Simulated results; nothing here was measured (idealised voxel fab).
Process module in this document: voxel wiring stack
Section cut is 285 nm wide and gridded with 5 nm square cells.
Think of the cross-section as a grid of square cells. We describe it in bands, top to bottom, and each band covers one or more rows of those cells. This entry defines a band. It first specifies the height of the band's top and the height of its bottom in nm, and then specifies the band's materials from left to right, stating each material with its width in nm. The word "everywhere" identifies a single material that fills the band from edge to edge, while the word "empty" identifies empty space. Heights are reckoned from 0. Under this level, the received wafer is all of one material. The bottommost band is open-ended downward, for example "z 0 and below". Read "30..40" as a graded width: first number on top, second number at the bottom, same change between each pair of neighbouring rows. "nothing altered" means the step left every cell of the cross-section as it was. Under "Sealed void inventory" you'll find the enclosed gaps, the ones with no way out to the top, that are 8 cells or bigger; each reads width x height at distance, with distance counted from the left edge, everything in nm. On a step's line, text after the settings is the simulator commenting on that step. The optional step-line setting "overlay nm" applies to steps with a mask and quantifies how far to the right of its planned location the mask lay, a negative value indicating leftward placement.
[Process steps (planned)]
1,RECEIVE [material Si]
2,CONFORMAL_DEP [material SiO2] [thk nm 15]
3,CONFORMAL_DEP [material SiCN] [thk nm 5]
4,DIRECTIONAL_DEP [material SiO2] [thk nm 25]
5,MASKED_ETCH [tone open] [mask id METAL_1] [width nm 25] [pitch nm 40] [etch materials SiO2] [depth nm 25] [overlay nm 0]
6,MASKED_ETCH [tone open] [mask id METAL_1] [width nm 25] [pitch nm 40] [etch materials SiCN] [depth nm 5] [overlay nm 0]
7,CONFORMAL_DEP [material TiN] [thk nm 5]
8,FILL_DEP [material Ru] [thk nm 10]
9,CMP [height nm 45]
10,EPI [material Ru] [thk nm 5]
11,FILL_DEP [material SiCN] [thk nm 5]
12,DIRECTIONAL_DEP [material lowk] [thk nm 35]
13,MASKED_ETCH [tone open] [mask id METAL_2] [width nm 25] [pitch nm 40] [etch materials lowk] [depth nm 20] [overlay nm 0]
14,MASKED_ETCH [tone open] [mask id METAL_2_HOLES] [width nm 15] [pitch nm 80] [etch materials lowk] [depth nm 15] [overlay nm 0]
15,MASKED_ETCH [tone open] [mask id METAL_2_HOLES] [width nm 15] [pitch nm 80] [etch materials SiCN] [depth nm 5] [overlay nm 0]
16,CONFORMAL_DEP [material TiN] [thk nm 5]
17,FILL_DEP [material Cu] [thk nm 5]
18,CMP [height nm 90]
19,CONFORMAL_DEP [material SiCN] [thk nm 5]
20,DIRECTIONAL_DEP [material SiO2] [thk nm 10]
21,DIRECTIONAL_DEP [material aC] [thk nm 15]
22,PATTERN [tone open] [mask id PLUG_2] [material resist] [width nm 15] [pitch nm 40] [thk nm 35] [overlay nm 0]
23,DIRECTIONAL_ETCH [etch materials aC] [depth nm 15]
24,STRIP [etch materials resist]
25,DIRECTIONAL_ETCH [etch materials SiO2] [depth nm 10]
26,DIRECTIONAL_ETCH [etch materials SiCN] [depth nm 5]
27,STRIP [etch materials aC]
28,EPI [material Ru] [thk nm 10]
29,EPI [material Ru] [thk nm 5]
30,CONFORMAL_DEP [material SiN] [thk nm 5]
31,DIRECTIONAL_DEP [material lowk] [thk nm 20]
32,DIRECTIONAL_DEP [material aC] [thk nm 10]
33,PATTERN [tone open] [mask id METAL_3] [material resist] [width nm 25] [pitch nm 40] [thk nm 30] [overlay nm 0]
34,DIRECTIONAL_ETCH [etch materials aC] [depth nm 10]
35,STRIP [etch materials resist]
36,DIRECTIONAL_ETCH [etch materials lowk] [depth nm 20]
37,DIRECTIONAL_ETCH [etch materials SiN] [depth nm 5]
38,STRIP [etch materials aC]
39,CONFORMAL_DEP [material TiN] [thk nm 5]
40,FILL_DEP [material W] [thk nm 10]
41,CMP [height nm 130]
42,CONFORMAL_DEP [material SiCN] [thk nm 5]
43,DIRECTIONAL_DEP [material lowk] [thk nm 15]
44,DIRECTIONAL_DEP [material aC] [thk nm 15]
45,PATTERN [tone open] [mask id PLUG_3] [material resist] [width nm 15] [pitch nm 80] [thk nm 35] [overlay nm 0]
46,DIRECTIONAL_ETCH [etch materials aC] [depth nm 15]
47,STRIP [etch materials resist]
48,DIRECTIONAL_ETCH [etch materials lowk] [depth nm 15]
49,DIRECTIONAL_ETCH [etch materials SiCN] [depth nm 5]
50,STRIP [etch materials aC]
51,EPI [material Ru] [thk nm 10]
52,EPI [material Ru] [thk nm 10]
53,DIRECTIONAL_DEP [material TiN] [thk nm 5]
54,DIRECTIONAL_DEP [material Ru] [thk nm 15]
55,MASKED_ETCH [tone cover] [mask id METAL_4] [width nm 25] [pitch nm 40] [etch materials Ru] [depth nm 15] [overlay nm 0]
56,MASKED_ETCH [tone cover] [mask id METAL_4] [width nm 25] [pitch nm 40] [etch materials TiN] [depth nm 5] [overlay nm 0]
57,CONFORMAL_DEP [material SiCN] [thk nm 5]
58,FILL_DEP [material lowk] [thk nm 10]
59,CMP [height nm 170]
60,CONFORMAL_DEP [material SiCN] [thk nm 5]
[What follows covers the first of two wafers; it ran as planned]
[Wafer at receipt (post step 1), cross-section]
  z 0 and below  Si everywhere
  Sealed void inventory: none
[Cross-section of the wafer subsequent to step 2]
  z 15 to 0  SiO2 everywhere
  below 0: unchanged
[Cross-section of the wafer subsequent to step 3]
  z 20 to 15  SiCN everywhere
  below 15: unchanged
[Cross-section of the wafer subsequent to step 4]
  z 45 to 20  SiO2 everywhere
  below 20: unchanged
[Cross-section of the wafer subsequent to step 5]
  z 45 to 20  SiO2 70  empty 25  SiO2 15  empty 25  SiO2 15  empty 25  SiO2 15  empty 25  SiO2 70
  below 20: unchanged
[Cross-section of the wafer subsequent to step 6]
  z 45 to 20  SiO2 70  empty 25  SiO2 15  empty 25  SiO2 15  empty 25  SiO2 15  empty 25  SiO2 70
  z 20 to 15  SiCN 70  empty 25  SiCN 15  empty 25  SiCN 15  empty 25  SiCN 15  empty 25  SiCN 70
  below 15: unchanged
[Cross-section of the wafer subsequent to step 7]
  z 50 to 45  TiN 75  empty 15  TiN 25  empty 15  TiN 25  empty 15  TiN 25  empty 15  TiN 75
  z 45 to 20  SiO2 70  TiN 5  empty 15  TiN 5  SiO2 15  TiN 5  empty 15  TiN 5  SiO2 15  TiN 5  empty 15  TiN 5  SiO2 15  TiN 5  empty 15  TiN 5  SiO2 70
  z 20 to 15  SiCN 70  TiN 25  SiCN 15  TiN 25  SiCN 15  TiN 25  SiCN 15  TiN 25  SiCN 70
  below 15: unchanged
[Cross-section of the wafer subsequent to step 8]
  z 60 to 50  Ru everywhere
  z 50 to 45  TiN 75  Ru 15  TiN 25  Ru 15  TiN 25  Ru 15  TiN 25  Ru 15  TiN 75
  z 45 to 20  SiO2 70  TiN 5  Ru 15  TiN 5  SiO2 15  TiN 5  Ru 15  TiN 5  SiO2 15  TiN 5  Ru 15  TiN 5  SiO2 15  TiN 5  Ru 15  TiN 5  SiO2 70
  below 20: unchanged
[Cross-section of the wafer subsequent to step 9]
  z 45 to 20  SiO2 70  TiN 5  Ru 15  TiN 5  SiO2 15  TiN 5  Ru 15  TiN 5  SiO2 15  TiN 5  Ru 15  TiN 5  SiO2 15  TiN 5  Ru 15  TiN 5  SiO2 70
  below 20: unchanged
[Cross-section of the wafer subsequent to step 10]
  z 50 to 45  empty 65  Ru 35  empty 5  Ru 35  empty 5  Ru 35  empty 5  Ru 35  empty 65
  below 45: unchanged
[Cross-section of the wafer subsequent to step 11]
  z 55 to 50  SiCN everywhere
  z 50 to 45  SiCN 65  Ru 35  SiCN 5  Ru 35  SiCN 5  Ru 35  SiCN 5  Ru 35  SiCN 65
  below 45: unchanged
[Cross-section of the wafer subsequent to step 12]
  z 90 to 55  lowk everywhere
  below 55: unchanged
[Cross-section of the wafer subsequent to step 13]
  z 90 to 70  lowk 70  empty 25  lowk 15  empty 25  lowk 15  empty 25  lowk 15  empty 25  lowk 70
  below 70: unchanged
[Cross-section of the wafer subsequent to step 14]
  z 90 to 70  lowk 70  empty 25  lowk 15  empty 25  lowk 15  empty 25  lowk 15  empty 25  lowk 70
  z 70 to 55  lowk 70  empty 15  lowk 65  empty 15  lowk 120
  below 55: unchanged
[Cross-section of the wafer subsequent to step 15]
  z 90 to 70  lowk 70  empty 25  lowk 15  empty 25  lowk 15  empty 25  lowk 15  empty 25  lowk 70
  z 70 to 55  lowk 70  empty 15  lowk 65  empty 15  lowk 120
  z 55 to 50  SiCN 70  empty 15  SiCN 65  empty 15  SiCN 120
  below 50: unchanged
[Cross-section of the wafer subsequent to step 16]
  z 95 to 90  TiN 75  empty 15  TiN 25  empty 15  TiN 25  empty 15  TiN 25  empty 15  TiN 75
  z 90 to 75  lowk 70  TiN 5  empty 15  TiN 5  lowk 15  TiN 5  empty 15  TiN 5  lowk 15  TiN 5  empty 15  TiN 5  lowk 15  TiN 5  empty 15  TiN 5  lowk 70
  z 75 to 70  lowk 70  TiN 5  empty 5  TiN 15  lowk 15  TiN 25  lowk 15  TiN 5  empty 5  TiN 15  lowk 15  TiN 25  lowk 70
  z 70 to 55  lowk 70  TiN 5  empty 5  TiN 5  lowk 65  TiN 5  empty 5  TiN 5  lowk 120
  z 55 to 50  SiCN 70  TiN 15  SiCN 65  TiN 15  SiCN 120
  below 50: unchanged
[Cross-section of the wafer subsequent to step 17]
  z 100 to 95  Cu everywhere
  z 95 to 90  TiN 75  Cu 15  TiN 25  Cu 15  TiN 25  Cu 15  TiN 25  Cu 15  TiN 75
  z 90 to 75  lowk 70  TiN 5  Cu 15  TiN 5  lowk 15  TiN 5  Cu 15  TiN 5  lowk 15  TiN 5  Cu 15  TiN 5  lowk 15  TiN 5  Cu 15  TiN 5  lowk 70
  z 75 to 70  lowk 70  TiN 5  Cu 5  TiN 15  lowk 15  TiN 25  lowk 15  TiN 5  Cu 5  TiN 15  lowk 15  TiN 25  lowk 70
  z 70 to 55  lowk 70  TiN 5  Cu 5  TiN 5  lowk 65  TiN 5  Cu 5  TiN 5  lowk 120
  below 55: unchanged
[Cross-section of the wafer subsequent to step 18]
  z 90 to 75  lowk 70  TiN 5  Cu 15  TiN 5  lowk 15  TiN 5  Cu 15  TiN 5  lowk 15  TiN 5  Cu 15  TiN 5  lowk 15  TiN 5  Cu 15  TiN 5  lowk 70
  below 75: unchanged
[Cross-section of the wafer subsequent to step 19]
  z 95 to 90  SiCN everywhere
  below 90: unchanged
[Cross-section of the wafer subsequent to step 20]
  z 105 to 95  SiO2 everywhere
  below 95: unchanged
[Cross-section of the wafer subsequent to step 21]
  z 120 to 105  aC everywhere
  below 105: unchanged
[Cross-section of the wafer subsequent to step 22]
  z 155 to 120  resist 70  empty 15  resist 25  empty 15  resist 25  empty 15  resist 25  empty 15  resist 80
  below 120: unchanged
[Cross-section of the wafer subsequent to step 23]
  z 140 to 120  resist 70  empty 15  resist 25  empty 15  resist 25  empty 15  resist 25  empty 15  resist 80
  z 120 to 105  aC 70  empty 15  aC 25  empty 15  aC 25  empty 15  aC 25  empty 15  aC 80
  below 105: unchanged
[Cross-section of the wafer subsequent to step 24]
  z 120 to 105  aC 70  empty 15  aC 25  empty 15  aC 25  empty 15  aC 25  empty 15  aC 80
  below 105: unchanged
[Cross-section of the wafer subsequent to step 25]
  z 120 to 105  aC 70  empty 15  aC 25  empty 15  aC 25  empty 15  aC 25  empty 15  aC 80
  z 105 to 95  SiO2 70  empty 15  SiO2 25  empty 15  SiO2 25  empty 15  SiO2 25  empty 15  SiO2 80
  below 95: unchanged
[Cross-section of the wafer subsequent to step 26]
  z 120 to 105  aC 70  empty 15  aC 25  empty 15  aC 25  empty 15  aC 25  empty 15  aC 80
  z 105 to 95  SiO2 70  empty 15  SiO2 25  empty 15  SiO2 25  empty 15  SiO2 25  empty 15  SiO2 80
  z 95 to 90  SiCN 70  empty 15  SiCN 25  empty 15  SiCN 25  empty 15  SiCN 25  empty 15  SiCN 80
  below 90: unchanged
[Cross-section of the wafer subsequent to step 27]
  z 105 to 95  SiO2 70  empty 15  SiO2 25  empty 15  SiO2 25  empty 15  SiO2 25  empty 15  SiO2 80
  below 95: unchanged
[Cross-section of the wafer subsequent to step 28]
  z 105 to 100  SiO2 70  empty 15  SiO2 25  empty 15  SiO2 25  empty 15  SiO2 25  empty 15  SiO2 80
  z 100 to 95  SiO2 70  Ru 15  SiO2 25  Ru 15  SiO2 25  Ru 15  SiO2 25  Ru 15  SiO2 80
  z 95 to 90  SiCN 70  Ru 15  SiCN 25  Ru 15  SiCN 25  Ru 15  SiCN 25  Ru 15  SiCN 80
  below 90: unchanged
[Cross-section of the wafer subsequent to step 29]
  z 105 to 95  SiO2 70  Ru 15  SiO2 25  Ru 15  SiO2 25  Ru 15  SiO2 25  Ru 15  SiO2 80
  below 95: unchanged
[Cross-section of the wafer subsequent to step 30]
  z 110 to 105  SiN everywhere
  below 105: unchanged
[Cross-section of the wafer subsequent to step 31]
  z 130 to 110  lowk everywhere
  below 110: unchanged
[Cross-section of the wafer subsequent to step 32]
  z 140 to 130  aC everywhere
  below 130: unchanged
[Cross-section of the wafer subsequent to step 33]
  z 170 to 140  resist 70  empty 25  resist 15  empty 25  resist 15  empty 25  resist 15  empty 25  resist 70
  below 140: unchanged
[Cross-section of the wafer subsequent to step 34]
  z 160 to 140  resist 70  empty 25  resist 15  empty 25  resist 15  empty 25  resist 15  empty 25  resist 70
  z 140 to 130  aC 70  empty 25  aC 15  empty 25  aC 15  empty 25  aC 15  empty 25  aC 70
  below 130: unchanged
[Cross-section of the wafer subsequent to step 35]
  z 140 to 130  aC 70  empty 25  aC 15  empty 25  aC 15  empty 25  aC 15  empty 25  aC 70
  below 130: unchanged
[Cross-section of the wafer subsequent to step 36]
  z 140 to 130  aC 70  empty 25  aC 15  empty 25  aC 15  empty 25  aC 15  empty 25  aC 70
  z 130 to 110  lowk 70  empty 25  lowk 15  empty 25  lowk 15  empty 25  lowk 15  empty 25  lowk 70
  below 110: unchanged
[Cross-section of the wafer subsequent to step 37]
  z 140 to 130  aC 70  empty 25  aC 15  empty 25  aC 15  empty 25  aC 15  empty 25  aC 70
  z 130 to 110  lowk 70  empty 25  lowk 15  empty 25  lowk 15  empty 25  lowk 15  empty 25  lowk 70
  z 110 to 105  SiN 70  empty 25  SiN 15  empty 25  SiN 15  empty 25  SiN 15  empty 25  SiN 70
  below 105: unchanged
[Cross-section of the wafer subsequent to step 38]
  z 130 to 110  lowk 70  empty 25  lowk 15  empty 25  lowk 15  empty 25  lowk 15  empty 25  lowk 70
  below 110: unchanged
[Cross-section of the wafer subsequent to step 39]
  z 135 to 130  TiN 75  empty 15  TiN 25  empty 15  TiN 25  empty 15  TiN 25  empty 15  TiN 75
  z 130 to 110  lowk 70  TiN 5  empty 15  TiN 5  lowk 15  TiN 5  empty 15  TiN 5  lowk 15  TiN 5  empty 15  TiN 5  lowk 15  TiN 5  empty 15  TiN 5  lowk 70
  z 110 to 105  SiN 70  TiN 25  SiN 15  TiN 25  SiN 15  TiN 25  SiN 15  TiN 25  SiN 70
  below 105: unchanged
[Cross-section of the wafer subsequent to step 40]
  z 145 to 135  W everywhere
  z 135 to 130  TiN 75  W 15  TiN 25  W 15  TiN 25  W 15  TiN 25  W 15  TiN 75
  z 130 to 110  lowk 70  TiN 5  W 15  TiN 5  lowk 15  TiN 5  W 15  TiN 5  lowk 15  TiN 5  W 15  TiN 5  lowk 15  TiN 5  W 15  TiN 5  lowk 70
  below 110: unchanged
[Cross-section of the wafer subsequent to step 41]
  z 130 to 110  lowk 70  TiN 5  W 15  TiN 5  lowk 15  TiN 5  W 15  TiN 5  lowk 15  TiN 5  W 15  TiN 5  lowk 15  TiN 5  W 15  TiN 5  lowk 70
  below 110: unchanged
[Cross-section of the wafer subsequent to step 42]
  z 135 to 130  SiCN everywhere
  below 130: unchanged
[Cross-section of the wafer subsequent to step 43]
  z 150 to 135  lowk everywhere
  below 135: unchanged
[Cross-section of the wafer subsequent to step 44]
  z 165 to 150  aC everywhere
  below 150: unchanged
[Cross-section of the wafer subsequent to step 45]
  z 200 to 165  resist 70  empty 15  resist 65  empty 15  resist 120
  below 165: unchanged
[Cross-section of the wafer subsequent to step 46]
  z 185 to 165  resist 70  empty 15  resist 65  empty 15  resist 120
  z 165 to 150  aC 70  empty 15  aC 65  empty 15  aC 120
  below 150: unchanged
[Cross-section of the wafer subsequent to step 47]
  z 165 to 150  aC 70  empty 15  aC 65  empty 15  aC 120
  below 150: unchanged
[Cross-section of the wafer subsequent to step 48]
  z 165 to 150  aC 70  empty 15  aC 65  empty 15  aC 120
  z 150 to 135  lowk 70  empty 15  lowk 65  empty 15  lowk 120
  below 135: unchanged
[Cross-section of the wafer subsequent to step 49]
  z 165 to 150  aC 70  empty 15  aC 65  empty 15  aC 120
  z 150 to 135  lowk 70  empty 15  lowk 65  empty 15  lowk 120
  z 135 to 130  SiCN 70  empty 15  SiCN 65  empty 15  SiCN 120
  below 130: unchanged
[Cross-section of the wafer subsequent to step 50]
  z 150 to 135  lowk 70  empty 15  lowk 65  empty 15  lowk 120
  below 135: unchanged
[Cross-section of the wafer subsequent to step 51]
  z 150 to 140  lowk 70  empty 15  lowk 65  empty 15  lowk 120
  z 140 to 135  lowk 70  Ru 15  lowk 65  Ru 15  lowk 120
  z 135 to 130  SiCN 70  Ru 15  SiCN 65  Ru 15  SiCN 120
  below 130: unchanged
[Cross-section of the wafer subsequent to step 52]
  z 150 to 135  lowk 70  Ru 15  lowk 65  Ru 15  lowk 120
  below 135: unchanged
[Cross-section of the wafer subsequent to step 53]
  z 155 to 150  TiN everywhere
  below 150: unchanged
[Cross-section of the wafer subsequent to step 54]
  z 170 to 155  Ru everywhere
  below 155: unchanged
[Cross-section of the wafer subsequent to step 55]
  z 170 to 155  empty 70  Ru 25  empty 15  Ru 25  empty 15  Ru 25  empty 15  Ru 25  empty 70
  below 155: unchanged
[Cross-section of the wafer subsequent to step 56]
  z 170 to 155  empty 70  Ru 25  empty 15  Ru 25  empty 15  Ru 25  empty 15  Ru 25  empty 70
  z 155 to 150  empty 70  TiN 25  empty 15  TiN 25  empty 15  TiN 25  empty 15  TiN 25  empty 70
  below 150: unchanged
[Cross-section of the wafer subsequent to step 57]
  z 175 to 170  empty 65  SiCN 35  empty 5  SiCN 35  empty 5  SiCN 35  empty 5  SiCN 35  empty 65
  z 170 to 155  empty 65  SiCN 5  Ru 25  SiCN 5  empty 5  SiCN 5  Ru 25  SiCN 5  empty 5  SiCN 5  Ru 25  SiCN 5  empty 5  SiCN 5  Ru 25  SiCN 5  empty 65
  z 155 to 150  SiCN 70  TiN 25  SiCN 15  TiN 25  SiCN 15  TiN 25  SiCN 15  TiN 25  SiCN 70
  below 150: unchanged
[Cross-section of the wafer subsequent to step 58]
  z 185 to 175  lowk everywhere
  z 175 to 170  lowk 65  SiCN 35  lowk 5  SiCN 35  lowk 5  SiCN 35  lowk 5  SiCN 35  lowk 65
  z 170 to 155  lowk 65  SiCN 5  Ru 25  SiCN 5  lowk 5  SiCN 5  Ru 25  SiCN 5  lowk 5  SiCN 5  Ru 25  SiCN 5  lowk 5  SiCN 5  Ru 25  SiCN 5  lowk 65
  below 155: unchanged
[Cross-section of the wafer subsequent to step 59]
  z 170 to 155  lowk 65  SiCN 5  Ru 25  SiCN 5  lowk 5  SiCN 5  Ru 25  SiCN 5  lowk 5  SiCN 5  Ru 25  SiCN 5  lowk 5  SiCN 5  Ru 25  SiCN 5  lowk 65
  below 155: unchanged
[Cross-section of the wafer subsequent to step 60]
  z 175 to 170  SiCN everywhere
  below 170: unchanged
[The second wafer began exactly as the first did and followed the same plan, but one mistake was made while running it; through step 27 inclusive, the two wafers are identical]
Cross-section of the second wafer at the time by which step 28 should have been completed according to the plan: nothing altered
[Cross-section of the second wafer at the time by which step 29 should have been completed according to the plan]
  z 105 to 95  SiO2 70  empty 15  SiO2 25  empty 15  SiO2 25  empty 15  SiO2 25  empty 15  SiO2 80
  z 95 to 90  SiCN 70  Ru 15  SiCN 25  Ru 15  SiCN 25  Ru 15  SiCN 25  Ru 15  SiCN 80
  below 90: unchanged
[Cross-section of the second wafer at the time by which step 30 should have been completed according to the plan]
  z 110 to 105  SiN 75  empty 5  SiN 35  empty 5  SiN 35  empty 5  SiN 35  empty 5  SiN 85
  z 105 to 100  SiO2 70  SiN 5  empty 5  SiN 5  SiO2 25  SiN 5  empty 5  SiN 5  SiO2 25  SiN 5  empty 5  SiN 5  SiO2 25  SiN 5  empty 5  SiN 5  SiO2 80
  z 100 to 95  SiO2 70  SiN 15  SiO2 25  SiN 15  SiO2 25  SiN 15  SiO2 25  SiN 15  SiO2 80
  below 95: unchanged
[Cross-section of the second wafer at the time by which step 31 should have been completed according to the plan]
  z 130 to 120  lowk 75  empty 5  lowk 35  empty 5  lowk 35  empty 5  lowk 35  empty 5  lowk 85
  z 120 to 110  lowk everywhere
  z 110 to 105  SiN 75  lowk 5  SiN 35  lowk 5  SiN 35  lowk 5  SiN 35  lowk 5  SiN 85
  z 105 to 100  SiO2 70  SiN 5  lowk 5  SiN 5  SiO2 25  SiN 5  lowk 5  SiN 5  SiO2 25  SiN 5  lowk 5  SiN 5  SiO2 25  SiN 5  lowk 5  SiN 5  SiO2 80
  below 100: unchanged
[Cross-section of the second wafer at the time by which step 32 should have been completed according to the plan]
  z 140 to 130  aC 75  empty 5  aC 35  empty 5  aC 35  empty 5  aC 35  empty 5  aC 85
  z 130 to 120  lowk 75  aC 5  lowk 35  aC 5  lowk 35  aC 5  lowk 35  aC 5  lowk 85
  below 120: unchanged
[Cross-section of the second wafer at the time by which step 33 should have been completed according to the plan]
  z 170 to 140  resist 70  empty 25  resist 15  empty 25  resist 15  empty 25  resist 15  empty 25  resist 70
  below 140: unchanged
[Cross-section of the second wafer at the time by which step 34 should have been completed according to the plan]
  z 160 to 140  resist 70  empty 25  resist 15  empty 25  resist 15  empty 25  resist 15  empty 25  resist 70
  z 140 to 130  aC 70  empty 25  aC 15  empty 25  aC 15  empty 25  aC 15  empty 25  aC 70
  z 130 to 120  lowk 75  empty 5  lowk 35  empty 5  lowk 35  empty 5  lowk 35  empty 5  lowk 85
  below 120: unchanged
[Cross-section of the second wafer at the time by which step 35 should have been completed according to the plan]
  z 140 to 130  aC 70  empty 25  aC 15  empty 25  aC 15  empty 25  aC 15  empty 25  aC 70
  below 130: unchanged
[Cross-section of the second wafer at the time by which step 36 should have been completed according to the plan]
  z 140 to 130  aC 70  empty 25  aC 15  empty 25  aC 15  empty 25  aC 15  empty 25  aC 70
  z 130 to 110  lowk 70  empty 25  lowk 15  empty 25  lowk 15  empty 25  lowk 15  empty 25  lowk 70
  z 110 to 105  SiN 75  empty 5  SiN 35  empty 5  SiN 35  empty 5  SiN 35  empty 5  SiN 85
  z 105 to 100  SiO2 70  SiN 5  empty 5  SiN 5  SiO2 25  SiN 5  empty 5  SiN 5  SiO2 25  SiN 5  empty 5  SiN 5  SiO2 25  SiN 5  empty 5  SiN 5  SiO2 80
  below 100: unchanged
[Cross-section of the second wafer at the time by which step 37 should have been completed according to the plan]
  z 140 to 130  aC 70  empty 25  aC 15  empty 25  aC 15  empty 25  aC 15  empty 25  aC 70
  z 130 to 110  lowk 70  empty 25  lowk 15  empty 25  lowk 15  empty 25  lowk 15  empty 25  lowk 70
  z 110 to 105  SiN 70  empty 25  SiN 15  empty 25  SiN 15  empty 25  SiN 15  empty 25  SiN 70
  z 105 to 95  SiO2 70  SiN 5  empty 5  SiN 5  SiO2 25  SiN 5  empty 5  SiN 5  SiO2 25  SiN 5  empty 5  SiN 5  SiO2 25  SiN 5  empty 5  SiN 5  SiO2 80
  below 95: unchanged
[Cross-section of the second wafer at the time by which step 38 should have been completed according to the plan]
  z 130 to 110  lowk 70  empty 25  lowk 15  empty 25  lowk 15  empty 25  lowk 15  empty 25  lowk 70
  below 110: unchanged
[Cross-section of the second wafer at the time by which step 39 should have been completed according to the plan]
  z 135 to 130  TiN 75  empty 15  TiN 25  empty 15  TiN 25  empty 15  TiN 25  empty 15  TiN 75
  z 130 to 110  lowk 70  TiN 5  empty 15  TiN 5  lowk 15  TiN 5  empty 15  TiN 5  lowk 15  TiN 5  empty 15  TiN 5  lowk 15  TiN 5  empty 15  TiN 5  lowk 70
  z 110 to 105  SiN 70  TiN 25  SiN 15  TiN 25  SiN 15  TiN 25  SiN 15  TiN 25  SiN 70
  z 105 to 95  SiO2 70  SiN 5  TiN 5  SiN 5  SiO2 25  SiN 5  TiN 5  SiN 5  SiO2 25  SiN 5  TiN 5  SiN 5  SiO2 25  SiN 5  TiN 5  SiN 5  SiO2 80
  below 95: unchanged
[Cross-section of the second wafer at the time by which step 40 should have been completed according to the plan]
  z 145 to 135  W everywhere
  z 135 to 130  TiN 75  W 15  TiN 25  W 15  TiN 25  W 15  TiN 25  W 15  TiN 75
  z 130 to 110  lowk 70  TiN 5  W 15  TiN 5  lowk 15  TiN 5  W 15  TiN 5  lowk 15  TiN 5  W 15  TiN 5  lowk 15  TiN 5  W 15  TiN 5  lowk 70
  below 110: unchanged
[Cross-section of the second wafer at the time by which step 41 should have been completed according to the plan]
  z 130 to 110  lowk 70  TiN 5  W 15  TiN 5  lowk 15  TiN 5  W 15  TiN 5  lowk 15  TiN 5  W 15  TiN 5  lowk 15  TiN 5  W 15  TiN 5  lowk 70
  below 110: unchanged
[Cross-section of the second wafer at the time by which step 42 should have been completed according to the plan]
  z 135 to 130  SiCN everywhere
  below 130: unchanged
[Cross-section of the second wafer at the time by which step 43 should have been completed according to the plan]
  z 150 to 135  lowk everywhere
  below 135: unchanged
[Cross-section of the second wafer at the time by which step 44 should have been completed according to the plan]
  z 165 to 150  aC everywhere
  below 150: unchanged
[Cross-section of the second wafer at the time by which step 45 should have been completed according to the plan]
  z 200 to 165  resist 70  empty 15  resist 65  empty 15  resist 120
  below 165: unchanged
[Cross-section of the second wafer at the time by which step 46 should have been completed according to the plan]
  z 185 to 165  resist 70  empty 15  resist 65  empty 15  resist 120
  z 165 to 150  aC 70  empty 15  aC 65  empty 15  aC 120
  below 150: unchanged
[Cross-section of the second wafer at the time by which step 47 should have been completed according to the plan]
  z 165 to 150  aC 70  empty 15  aC 65  empty 15  aC 120
  below 150: unchanged
[Cross-section of the second wafer at the time by which step 48 should have been completed according to the plan]
  z 165 to 150  aC 70  empty 15  aC 65  empty 15  aC 120
  z 150 to 135  lowk 70  empty 15  lowk 65  empty 15  lowk 120
  below 135: unchanged
[Cross-section of the second wafer at the time by which step 49 should have been completed according to the plan]
  z 165 to 150  aC 70  empty 15  aC 65  empty 15  aC 120
  z 150 to 135  lowk 70  empty 15  lowk 65  empty 15  lowk 120
  z 135 to 130  SiCN 70  empty 15  SiCN 65  empty 15  SiCN 120
  below 130: unchanged
[Cross-section of the second wafer at the time by which step 50 should have been completed according to the plan]
  z 150 to 135  lowk 70  empty 15  lowk 65  empty 15  lowk 120
  below 135: unchanged
[Cross-section of the second wafer at the time by which step 51 should have been completed according to the plan]
  z 150 to 140  lowk 70  empty 15  lowk 65  empty 15  lowk 120
  z 140 to 135  lowk 70  Ru 15  lowk 65  Ru 15  lowk 120
  z 135 to 130  SiCN 70  Ru 15  SiCN 65  Ru 15  SiCN 120
  below 130: unchanged
[Cross-section of the second wafer at the time by which step 52 should have been completed according to the plan]
  z 150 to 135  lowk 70  Ru 15  lowk 65  Ru 15  lowk 120
  below 135: unchanged
[Cross-section of the second wafer at the time by which step 53 should have been completed according to the plan]
  z 155 to 150  TiN everywhere
  below 150: unchanged
[Cross-section of the second wafer at the time by which step 54 should have been completed according to the plan]
  z 170 to 155  Ru everywhere
  below 155: unchanged
[Cross-section of the second wafer at the time by which step 55 should have been completed according to the plan]
  z 170 to 155  empty 70  Ru 25  empty 15  Ru 25  empty 15  Ru 25  empty 15  Ru 25  empty 70
  below 155: unchanged
[Cross-section of the second wafer at the time by which step 56 should have been completed according to the plan]
  z 170 to 155  empty 70  Ru 25  empty 15  Ru 25  empty 15  Ru 25  empty 15  Ru 25  empty 70
  z 155 to 150  empty 70  TiN 25  empty 15  TiN 25  empty 15  TiN 25  empty 15  TiN 25  empty 70
  below 150: unchanged
[Cross-section of the second wafer at the time by which step 57 should have been completed according to the plan]
  z 175 to 170  empty 65  SiCN 35  empty 5  SiCN 35  empty 5  SiCN 35  empty 5  SiCN 35  empty 65
  z 170 to 155  empty 65  SiCN 5  Ru 25  SiCN 5  empty 5  SiCN 5  Ru 25  SiCN 5  empty 5  SiCN 5  Ru 25  SiCN 5  empty 5  SiCN 5  Ru 25  SiCN 5  empty 65
  z 155 to 150  SiCN 70  TiN 25  SiCN 15  TiN 25  SiCN 15  TiN 25  SiCN 15  TiN 25  SiCN 70
  below 150: unchanged
[Cross-section of the second wafer at the time by which step 58 should have been completed according to the plan]
  z 185 to 175  lowk everywhere
  z 175 to 170  lowk 65  SiCN 35  lowk 5  SiCN 35  lowk 5  SiCN 35  lowk 5  SiCN 35  lowk 65
  z 170 to 155  lowk 65  SiCN 5  Ru 25  SiCN 5  lowk 5  SiCN 5  Ru 25  SiCN 5  lowk 5  SiCN 5  Ru 25  SiCN 5  lowk 5  SiCN 5  Ru 25  SiCN 5  lowk 65
  below 155: unchanged
[Cross-section of the second wafer at the time by which step 59 should have been completed according to the plan]
  z 170 to 155  lowk 65  SiCN 5  Ru 25  SiCN 5  lowk 5  SiCN 5  Ru 25  SiCN 5  lowk 5  SiCN 5  Ru 25  SiCN 5  lowk 5  SiCN 5  Ru 25  SiCN 5  lowk 65
  below 155: unchanged
[Cross-section of the second wafer at the time by which step 60 should have been completed according to the plan]
  z 175 to 170  SiCN everywhere
  below 170: unchanged
Nonconformance to the process plan: step 28 of the plan got skipped, so it never ran
Final cells, second wafer relative to first, materials higher or lower: -24 Ru | +16 SiN | +8 TiN
